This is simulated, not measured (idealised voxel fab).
The process module that follows is named voxel ribs on slabs.
Square cells of 5 nm make up the cross-section cut, whose width is 200 nm.
Just so we're on the same page, the cross-sections are grids of square cells, and they're listed out in bands top to bottom, each band one or more rows deep. Quick guide to a band line: top height, bottom height (nm) up front; then every material left to right with its width in nm. Only one material and it's marked "full width"? Then it fills the band edge to edge. And "air" just means empty space. Basically, 0 is our baseline, since under it the wafer straight out of the box is all one material. The bottom band has no lower end and keeps on going down, so it looks like "0 nm and below". The notation "30 to 40" denotes a width that varies across the rows of cells in the band, beginning at the first number in the top row, finishing at the second number in the bottom row, and changing by an identical amount from each row to the next. Basically "no change" means that step didn't change any cell in the cross-section. "Trapped cavities": sealed empty spaces, 8 cells or more, no open way to top, listed width x height at distance, with distance from the left edge and width, height and distance in nm. Where a step's line continues beyond its settings, the continuation is a remark by the simulator itself on that step. The "overlay nm" setting may appear on a step's line; for a step that uses a mask, it gives how far to the right of its planned position the mask lay, and a negative value indicates the left.

# Steps in the process plan
1 RECEIVE, material Si
2 DIRECTIONAL_DEP, material SiO2, thk nm 20
3 DIRECTIONAL_DEP, material SiN, thk nm 20
4 DIRECTIONAL_DEP, material aC, thk nm 10
5 PATTERN, tone cover, mask id RIB, material resist, width nm 20, thk nm 25, overlay nm 0
6 DIRECTIONAL_ETCH, etch materials aC, depth nm 10
7 STRIP, etch materials resist
8 DIRECTIONAL_ETCH, etch materials SiN, depth nm 10
9 STRIP, etch materials aC
10 DIRECTIONAL_DEP, material aC, thk nm 15
11 PATTERN, tone cover, mask id SLAB, material resist, width nm 50, thk nm 30, overlay nm 0
12 DIRECTIONAL_ETCH, etch materials aC, depth nm 15
13 STRIP, etch materials resist
14 DIRECTIONAL_ETCH, etch materials SiN, depth nm 10
15 STRIP, etch materials aC
16 FILL_DEP, material SiO2, thk nm 30
17 CMP, height nm 60
18 DIRECTIONAL_DEP, material TiN, thk nm 5
19 MASKED_ETCH, tone cover, mask id HEATER, width nm 30, etch materials TiN, depth nm 5, overlay nm 0
20 CONFORMAL_DEP, material SiN, thk nm 5

# As-received state of the wafer in cross-section, equivalent to post-step 1
    0 nm and below: Si full width
    Trapped cavities: none

# Cross-section taken at module completion on the first of two wafers; processed per the plan
    70 nm to 65 nm: air (80) | SiN (40) | air (80)
    65 nm to 60 nm: SiN (85) | TiN (30) | SiN (85)
    60 nm to 40 nm: SiO2 full width
    40 nm to 30 nm: SiO2 (90) | SiN (20) | SiO2 (90)
    30 nm to 20 nm: SiO2 (75) | SiN (50) | SiO2 (75)
    20 nm to 0 nm: SiO2 full width
    0 nm and below: Si full width
    Trapped cavities: none

# Wafer two, end of module, cross-section. Same start, same plan as wafer one. One mistake in the run
    70 nm to 65 nm: air (80) | SiN (40) | air (80)
    65 nm to 60 nm: SiN (85) | TiN (30) | SiN (85)
    60 nm to 40 nm: SiO2 full width
    40 nm to 30 nm: SiO2 (90) | SiN (20) | SiO2 (90)
    30 nm to 20 nm: SiO2 (85) | SiN (50) | SiO2 (65)
    20 nm to 0 nm: SiO2 full width
    0 nm and below: Si full width
    Trapped cavities: none
It is concluded that the wafer was processed incorrectly with respect to the plan, in that not per plan at step 11, really ran PATTERN, tone cover, mask id SLAB, material resist, width nm 50, thk nm 30, overlay nm 10
The concluding comparison shows that, measured in cells, each material is equally abundant on both wafers, albeit at different positions.
